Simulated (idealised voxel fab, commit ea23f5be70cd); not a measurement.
Process module in this document: voxel wiring stack
Pictured: cross-section cut, 205 nm wide, on a grid of 5 nm square cells.
Think of the cross-section as a grid of square cells. We describe it in bands, top to bottom, and each band covers one or more rows of those cells.
Look at the band entry: it leads with the top's height and the bottom's height in nm. Then it lists the materials left to right, with a width in nm for each. The word "full width" on a single material says that material fills the band edge to edge. The word "empty" is empty space.
Beneath 0, the wafer as received is one material, and that level is where height counting begins. The lowest band goes on downward without a bottom; it is written like "0 and below".
Note: "30 to 40" means the width goes from the first number (top row of the band) to the second number (bottom row) in equal steps per row of cells.
Basically "no change" means that step didn't change any cell in the cross-section.
The list in "Closed void entries" covers empty spaces of 8 cells or more that cannot reach the top through any open way, and it gives each as width x height at distance; the distance is from the left edge, and width, height and distance are in nm.
Heads up: the bit after the settings on a step's line is the simulator's remark on that step.
overlay nm: on a step with a mask, how far right of its planned place the mask lay; negative means left.
[These are the steps we planned for the process]
1: op RECEIVE | material Si
2: op CONFORMAL_DEP | material SiO2 | thk nm 10
3: op DIRECTIONAL_DEP | material TiN | thk nm 5
4: op DIRECTIONAL_DEP | material W | thk nm 25
5: op DIRECTIONAL_DEP | material aC | thk nm 15
6: op PATTERN | tone cover | mask id METAL_1 | material resist | width nm 20 | pitch nm 40 | thk nm 35 | overlay nm 0
7: op DIRECTIONAL_ETCH | etch materials aC | depth nm 15
8: op STRIP | etch materials resist
9: op DIRECTIONAL_ETCH | etch materials W | depth nm 25
10: op DIRECTIONAL_ETCH | etch materials TiN | depth nm 5
11: op STRIP | etch materials aC
12: op FILL_DEP | material SiO2 | thk nm 5
13: op CMP | height nm 40
14: op CONFORMAL_DEP | material SiCN | thk nm 5
15: op DIRECTIONAL_DEP | material SiO2 | thk nm 30
16: op MASKED_ETCH | tone open | mask id METAL_2_HOLES | width nm 15 | pitch nm 40 | etch materials SiO2 | depth nm 30 | overlay nm 0
17: op MASKED_ETCH | tone open | mask id METAL_2 | width nm 20 | pitch nm 40 | etch materials SiO2 | depth nm 20 | overlay nm 0
18: op MASKED_ETCH | tone open | mask id METAL_2 | width nm 20 | pitch nm 40 | etch materials SiCN | depth nm 5 | overlay nm 0
19: op CONFORMAL_DEP | material TiN | thk nm 5
20: op FILL_DEP | material Ru | thk nm 5
21: op CMP | height nm 75
22: op CONFORMAL_DEP | material SiCN | thk nm 5
23: op DIRECTIONAL_DEP | material SiO2 | thk nm 20
24: op MASKED_ETCH | tone open | mask id PLUG_2 | width nm 15 | pitch nm 80 | etch materials SiO2 | depth nm 20 | overlay nm 0
25: op MASKED_ETCH | tone open | mask id PLUG_2 | width nm 15 | pitch nm 80 | etch materials SiCN | depth nm 5 | overlay nm 0
26: op CONFORMAL_DEP | material TiN | thk nm 5
27: op FILL_DEP | material W | thk nm 10
28: op CMP | height nm 100
29: op CONFORMAL_DEP | material SiN | thk nm 5
30: op DIRECTIONAL_DEP | material lowk | thk nm 20
31: op MASKED_ETCH | tone open | mask id METAL_3 | width nm 20 | pitch nm 40 | etch materials lowk | depth nm 20 | overlay nm 0
32: op MASKED_ETCH | tone open | mask id METAL_3 | width nm 20 | pitch nm 40 | etch materials SiN | depth nm 5 | overlay nm 0
33: op CONFORMAL_DEP | material TiN | thk nm 5
34: op FILL_DEP | material Cu | thk nm 5
35: op CMP | height nm 125
36: op CONFORMAL_DEP | material SiCN | thk nm 5
[This is the cross-section of the wafer as we received it, i.e. after step 1]
- 0 and below  Si full width
- Closed void entries: none
[First wafer of two, sectioned at end of module; run went per plan]
- 130 down to 125  SiCN full width
- 125 down to 105  lowk 30  TiN 5  Cu 10  TiN 5  lowk 20  TiN 5  Cu 10  TiN 5  lowk 20  TiN 5  Cu 10  TiN 5  lowk 20  TiN 5  Cu 10  TiN 5  lowk 35
- 105 down to 100  SiN 30  TiN 20  SiN 20  TiN 20  SiN 20  TiN 20  SiN 20  TiN 20  SiN 35
- 100 down to 80  SiO2 30  TiN 5  W 5  TiN 5  SiO2 65  TiN 5  W 5  TiN 5  SiO2 80
- 80 down to 75  SiCN 30  TiN 15  SiCN 65  TiN 15  SiCN 80
- 75 down to 60  SiO2 30  TiN 5  Ru 10  TiN 5  SiO2 20  TiN 5  Ru 10  TiN 5  SiO2 20  TiN 5  Ru 10  TiN 5  SiO2 20  TiN 5  Ru 10  TiN 5  SiO2 35
- 60 down to 55  SiO2 30  TiN 5  Ru 5  TiN 10  SiO2 20  TiN 5  Ru 5  TiN 10  SiO2 20  TiN 5  Ru 5  TiN 10  SiO2 20  TiN 5  Ru 5  TiN 10  SiO2 35
- 55 down to 45  SiO2 30  TiN 5  Ru 5  TiN 5  SiO2 25  TiN 5  Ru 5  TiN 5  SiO2 25  TiN 5  Ru 5  TiN 5  SiO2 25  TiN 5  Ru 5  TiN 5  SiO2 40
- 45 down to 40  SiCN 30  TiN 15  SiCN 25  TiN 15  SiCN 25  TiN 15  SiCN 25  TiN 15  SiCN 40
- 40 down to 15  SiO2 30  W 20  SiO2 20  W 20  SiO2 20  W 20  SiO2 20  W 20  SiO2 35
- 15 down to 10  SiO2 30  TiN 20  SiO2 20  TiN 20  SiO2 20  TiN 20  SiO2 20  TiN 20  SiO2 35
- 10 down to 0  SiO2 full width
- 0 and below  Si full width
- Closed void entries: none
[Cross-sectional view: second of two wafers, end of module; start and plan identical to the first, one mistake in running]
- 130 down to 125  SiCN full width
- 125 down to 105  lowk 30  TiN 5  Cu 10  TiN 5  lowk 20  TiN 5  Cu 10  TiN 5  lowk 20  TiN 5  Cu 10  TiN 5  lowk 20  TiN 5  Cu 10  TiN 5  lowk 35
- 105 down to 100  SiN 30  TiN 20  SiN 20  TiN 20  SiN 20  TiN 20  SiN 20  TiN 20  SiN 35
- 100 down to 80  SiO2 30  TiN 5  W 5  TiN 5  SiO2 65  TiN 5  W 5  TiN 5  SiO2 80
- 80 down to 75  SiCN 30  TiN 15  SiCN 65  TiN 15  SiCN 80
- 75 down to 60  SiO2 30  TiN 5  Ru 10  TiN 5  SiO2 20  TiN 5  Ru 10  TiN 5  SiO2 20  TiN 5  Ru 10  TiN 5  SiO2 20  TiN 5  Ru 10  TiN 5  SiO2 35
- 60 down to 55  SiO2 30  TiN 5  Ru 5  TiN 10  SiO2 20  TiN 5  Ru 5  TiN 10  SiO2 20  TiN 5  Ru 5  TiN 10  SiO2 20  TiN 5  Ru 5  TiN 10  SiO2 35
- 55 down to 45  SiO2 30  TiN 5  Ru 5  TiN 5  SiO2 25  TiN 5  Ru 5  TiN 5  SiO2 25  TiN 5  Ru 5  TiN 5  SiO2 25  TiN 5  Ru 5  TiN 5  SiO2 40
- 45 down to 40  SiCN 30  TiN 15  SiCN 25  TiN 15  SiCN 25  TiN 15  SiCN 25  TiN 15  SiCN 40
- 40 down to 15  SiO2 30  W 20  SiO2 20  W 20  SiO2 20  W 20  SiO2 20  W 20  SiO2 35
- 15 down to 5  SiO2 full width
- 5 down to 0  TiN full width
- 0 and below  Si full width
- Closed void entries: none
Run error: mixed up steps 2 and 3 - ran each in the other's place
Final cells, second wafer relative to first, materials higher or lower: SiO2 -25 | TiN +25
